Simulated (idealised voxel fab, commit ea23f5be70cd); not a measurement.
A process module follows: voxel gate over fins.
cross-section cut | 265 nm wide | cells 5 nm
Each cross-section below is a grid of square cells, stated as bands in top-down order, with one or more rows of cells making up each band. Top height, bottom height, nm. Materials left to right, width each, nm. Single material + "edge to edge" = fills band edge to edge. "empty" = empty. It should be noted that heights are counted from 0, beneath which the wafer as supplied is of one material throughout, and that the lowest band possesses no lower boundary but continues downward, as written in "top 0, no bottom". The width entry "30 to 40" should be interpreted row by row: the top row of cells in the band takes the first number, the bottom row takes the second number, and the change between adjacent rows is uniform throughout. For the purposes of this document, the phrase "changes: none" attached to a step denotes that no cell within the cross-section was modified by that step. Basically, "closed voids" tells you about the enclosed voids: empty spaces with no open way to the top, 8 cells or bigger, each written width x height at distance, where distance is from the left edge, all in nm. after a step's settings: what the simulator itself notes on the step. overlay nm: how far to the right of its planned place the mask lay on this masked step (negative: to the left). Read each pair as before and after one process step. The after cross-section shows only down to the lowest band that changed. The step between them and its settings are given below the pair. Pairs can come from different runs of this module on the same starting wafer. A pair continues from the pair above only where its "Pre-step condition" entry says so.

Pre-step condition
> top 5, bottom 0  95 nm SiN, 15 nm SiO2, 45 nm SiN, 15 nm SiO2, 95 nm SiN
> top 0, bottom -5  90 nm Si, 25 nm SiO2, 35 nm Si, 25 nm SiO2, 90 nm Si
> top -5, no bottom  Si edge to edge
> closed voids: none

Step Result
> top 20, bottom 5  125 nm resist, 15 nm empty, 125 nm resist
> Beneath the level 5, the cross-section is identical to its previous state.
> closed voids: none
the step between: op PATTERN | tone open | mask id RAIL | material resist | width nm 15 | thk nm 15 | overlay nm 0

Pre-step condition: = after-state of the pair above.

Step Result
> top 5, bottom 0  95 nm SiN, 15 nm SiO2, 45 nm SiN, 15 nm SiO2, 95 nm SiN
> Beneath the level 0, the cross-section is identical to its previous state.
> closed voids: none
the step between: op STRIP | etch materials resist

Pre-step condition: = after-state of the pair above.

Step Result
> top 10, bottom 5  TiN edge to edge
> Beneath the level 5, the cross-section is identical to its previous state.
> closed voids: none
the step between: op CONFORMAL_DEP | material TiN | thk nm 5

Pre-step condition: = after-state of the pair above.

Step Result
> top 15, bottom 10  W edge to edge
> Beneath the level 10, the cross-section is identical to its previous state.
> closed voids: none
the step between: op FILL_DEP | material W | thk nm 5

Pre-step condition: = after-state of the pair above.

Step Result
> top 5, bottom 0  95 nm SiN, 15 nm SiO2, 45 nm SiN, 15 nm SiO2, 95 nm SiN
> Beneath the level 0, the cross-section is identical to its previous state.
> closed voids: none
the step between: op CMP | height nm 5

Pre-step condition: = after-state of the pair above.

Step Result
> top 10, bottom 5  SiO2 edge to edge
> Beneath the level 5, the cross-section is identical to its previous state.
> closed voids: none
the step between: op FILL_DEP | material SiO2 | thk nm 5

Pre-step condition
> top 5, bottom 0  95 nm SiN, 15 nm SiO2, 45 nm SiN, 15 nm SiO2, 95 nm SiN
> top 0, bottom -5  90 nm Si, 25 nm SiO2, 35 nm Si, 25 nm SiO2, 90 nm Si
> top -5, no bottom  Si edge to edge
> closed voids: none

Step Result
> top 5, bottom 0  95 nm SiN, 15 nm empty, 45 nm SiN, 15 nm empty, 95 nm SiN
> top 0, bottom -5  90 nm Si, 25 nm empty, 35 nm Si, 25 nm empty, 90 nm Si
> Beneath the level -5, the cross-section is identical to its previous state.
> closed voids: none
the step between: op SELECTIVE_ETCH | etch materials SiO2 | depth nm 15

Pre-step condition: = after-state of the pair above.

Step Result
> top 0, bottom -5  90 nm Si, 25 nm empty, 35 nm Si, 25 nm empty, 90 nm Si
> Beneath the level -5, the cross-section is identical to its previous state.
> closed voids: none
the step between: op STRIP | etch materials SiN

Pre-step condition: = after-state of the pair above.

Step Result
> top 5, bottom 0  95 nm HfO2, 15 nm empty, 45 nm HfO2, 15 nm empty, 95 nm HfO2
> top 0, bottom -5  90 nm Si, 25 nm HfO2, 35 nm Si, 25 nm HfO2, 90 nm Si
> Beneath the level -5, the cross-section is identical to its previous state.
> closed voids: none
the step between: op CONFORMAL_DEP | material HfO2 | thk nm 5

Pre-step condition: = after-state of the pair above.

Step Result
> top 10, bottom 5  100 nm TiN, 5 nm empty, 55 nm TiN, 5 nm empty, 100 nm TiN
> top 5, bottom 0  95 nm HfO2, 15 nm TiN, 45 nm HfO2, 15 nm TiN, 95 nm HfO2
> Beneath the level 0, the cross-section is identical to its previous state.
> closed voids: none
the step between: op CONFORMAL_DEP | material TiN | thk nm 5

Pre-step condition: = after-state of the pair above.

Step Result
> top 15, bottom 10  TiAl edge to edge
> top 10, bottom 5  100 nm TiN, 5 nm TiAl, 55 nm TiN, 5 nm TiAl, 100 nm TiN
> Beneath the level 5, the cross-section is identical to its previous state.
> closed voids: none
the step between: op CONFORMAL_DEP | material TiAl | thk nm 5

Pre-step condition: = after-state of the pair above.

Step Result
> top 20, bottom 15  TiN edge to edge
> Beneath the level 15, the cross-section is identical to its previous state.
> closed voids: none
the step between: op CONFORMAL_DEP | material TiN | thk nm 5

Pre-step condition: = after-state of the pair above.

Step Result
> top 30, bottom 20  W edge to edge
> Beneath the level 20, the cross-section is identical to its previous state.
> closed voids: none
the step between: op FILL_DEP | material W | thk nm 10

Pre-step condition: = after-state of the pair above.

Step Result
> top 25, bottom 20  W edge to edge
> Beneath the level 20, the cross-section is identical to its previous state.
> closed voids: none
the step between: op CMP | height nm 25

Pre-step condition: = after-state of the pair above.

Step Result
> top 30, bottom 25  SiN edge to edge
> Beneath the level 25, the cross-section is identical to its previous state.
> closed voids: none
the step between: op CONFORMAL_DEP | material SiN | thk nm 5
